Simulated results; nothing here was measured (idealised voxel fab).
Title: Process Module voxel capacitor over wiring
It is cross-section cut that appears here, measuring 265 nm in width, its square cells being 5 nm in size.
When this document writes out a cross-section, it uses a grid of square cells and lists it as bands, beginning at the top and moving down, with a band standing for one or more rows of cells.
Within each band entry, the heights of the top and of the bottom of the band appear first, in that order and in nm; the materials of the band then follow from left to right, each with its corresponding width in nm. The designation "all across" on a single material indicates that it fills the band from edge to edge; the designation "empty" indicates empty space.
Heights are expressed relative to 0, this being the level below which the as-received wafer comprises one material exclusively. The lowest band is unbounded in the downward direction and is denoted as in "0 nm and below".
Width spec "30..40" -> top row of cells at first value, bottom row at second value, equal per-row change in between.
Step note "nothing was modified" = no cross-section cell changed.
What "Cavities, sealed" gives you is every empty space of 8 cells or more that is cut off from the top. Each appears as width x height at distance, with the distance taken from the left edge and width, height and distance all in nm.
If you see something after the settings on a step's line, that's the simulator's own remark about that step.
overlay nm: right-of-plan distance of the mask on a masked step; negative values mean left-of-plan.

Process steps (planned)
- 1: RECEIVE, material Si
- 2: CONFORMAL_DEP, material SiO2, thk nm 10
- 3: CONFORMAL_DEP, material SiN, thk nm 5
- 4: DIRECTIONAL_DEP, material lowk, thk nm 15
- 5: DIRECTIONAL_DEP, material aC, thk nm 10
- 6: PATTERN, tone open, mask id METAL_1, material resist, width nm 30, pitch nm 100, thk nm 25, overlay nm 0
- 7: DIRECTIONAL_ETCH, etch materials aC, depth nm 10
- 8: STRIP, etch materials resist
- 9: DIRECTIONAL_ETCH, etch materials lowk, depth nm 15
- 10: DIRECTIONAL_ETCH, etch materials SiN, depth nm 5
- 11: STRIP, etch materials aC
- 12: CONFORMAL_DEP, material TiN, thk nm 5
- 13: FILL_DEP, material Cu, thk nm 10
- 14: CMP, height nm 30
- 15: EPI, material Ru, thk nm 5
- 16: FILL_DEP, material SiCN, thk nm 5
- 17: DIRECTIONAL_DEP, material lowk, thk nm 20
- 18: MASKED_ETCH, tone open, mask id PLUG_1, width nm 15, etch materials lowk, depth nm 20, overlay nm 0
- 19: MASKED_ETCH, tone open, mask id PLUG_1, width nm 15, etch materials SiCN, depth nm 5, overlay nm 0
- 20: EPI, material Ru, thk nm 10
- 21: EPI, material Ru, thk nm 10
- 22: EPI, material Ru, thk nm 5
- 23: DIRECTIONAL_DEP, material TiN, thk nm 10
- 24: DIRECTIONAL_DEP, material Al2O3, thk nm 5
- 25: DIRECTIONAL_DEP, material TiN, thk nm 5
- 26: PATTERN, tone cover, mask id UPPER_PLATE, material resist, width nm 75, thk nm 15, overlay nm 0
- 27: DIRECTIONAL_ETCH, etch materials TiN, depth nm 5
- 28: DIRECTIONAL_ETCH, etch materials Al2O3, depth nm 5
- 29: STRIP, etch materials resist
- 30: MASKED_ETCH, tone cover, mask id LOWER_PLATE, width nm 85, etch materials TiN, depth nm 10, overlay nm 0
- 31: FILL_DEP, material SiO2, thk nm 15
- 32: CMP, height nm 90
- 33: DIRECTIONAL_DEP, material aC, thk nm 15
- 34: PATTERN, tone open, mask id PLUG_2, material resist, width nm 15, thk nm 35, overlay nm 0
- 35: DIRECTIONAL_ETCH, etch materials aC, depth nm 15
- 36: STRIP, etch materials resist
- 37: DIRECTIONAL_ETCH, etch materials SiO2, depth nm 10
- 38: STRIP, etch materials aC
- 39: CONFORMAL_DEP, material TiN, thk nm 5
- 40: FILL_DEP, material Ru, thk nm 10
- 41: CMP, height nm 90
- 42: CONFORMAL_DEP, material SiCN, thk nm 5

Cross-section of the wafer as it came to us, i.e., already through step 1
- 0 nm and below  Si all across
- Cavities, sealed: none

Module complete - cross-section of the first of two wafers, run according to plan
- 95 nm to 90 nm  SiCN all across
- 90 nm to 85 nm  SiO2 90  TiN 5  Ru 5  TiN 5  SiO2 160
- 85 nm to 75 nm  SiO2 90..80  TiN 15..75  SiO2 160..110
- 75 nm to 70 nm  SiO2 80  Al2O3 75  SiO2 110
- 70 nm to 60 nm  SiO2 75  TiN 85  SiO2 105
- 60 nm to 40 nm  lowk 80  Ru 15  lowk 170
- 40 nm to 35 nm  SiCN 80  Ru 15  SiCN 170
- 35 nm to 30 nm  SiCN 60  Ru 40  SiCN 60  Ru 40  SiCN 65
- 30 nm to 15 nm  lowk 65  TiN 5  Cu 20  TiN 5  lowk 70  TiN 5  Cu 20  TiN 5  lowk 70
- 15 nm to 10 nm  SiN 65  TiN 30  SiN 70  TiN 30  SiN 70
- 10 nm to 0 nm  SiO2 all across
- 0 nm and below  Si all across
- Cavities, sealed: none

Second wafer of the two, sectioned at the end of the module. It began like the first and followed the same plan, but one mistake was made while running it
- 95 nm to 90 nm  SiCN all across
- 90 nm to 85 nm  SiO2 90  TiN 5  Ru 5  TiN 5  SiO2 160
- 85 nm to 75 nm  SiO2 90..85  TiN 15..65  SiO2 160..115
- 75 nm to 70 nm  SiO2 85  Al2O3 65  SiO2 115
- 70 nm to 60 nm  SiO2 75  TiN 85  SiO2 105
- 60 nm to 40 nm  lowk 80  Ru 15  lowk 170
- 40 nm to 35 nm  SiCN 80  Ru 15  SiCN 170
- 35 nm to 30 nm  SiCN 60  Ru 40  SiCN 60  Ru 40  SiCN 65
- 30 nm to 15 nm  lowk 65  TiN 5  Cu 20  TiN 5  lowk 70  TiN 5  Cu 20  TiN 5  lowk 70
- 15 nm to 10 nm  SiN 65  TiN 30  SiN 70  TiN 30  SiN 70
- 10 nm to 0 nm  SiO2 all across
- 0 nm and below  Si all across
- Cavities, sealed: none
What broke from the plan during processing? step 26 changed vs plan, executed as PATTERN, tone cover, mask id UPPER_PLATE, material resist, width nm 65, thk nm 15, overlay nm 0
at the end the second wafer has, in cells: 2 fewer of Al2O3 | 4 more of SiO2 | 2 fewer of TiN
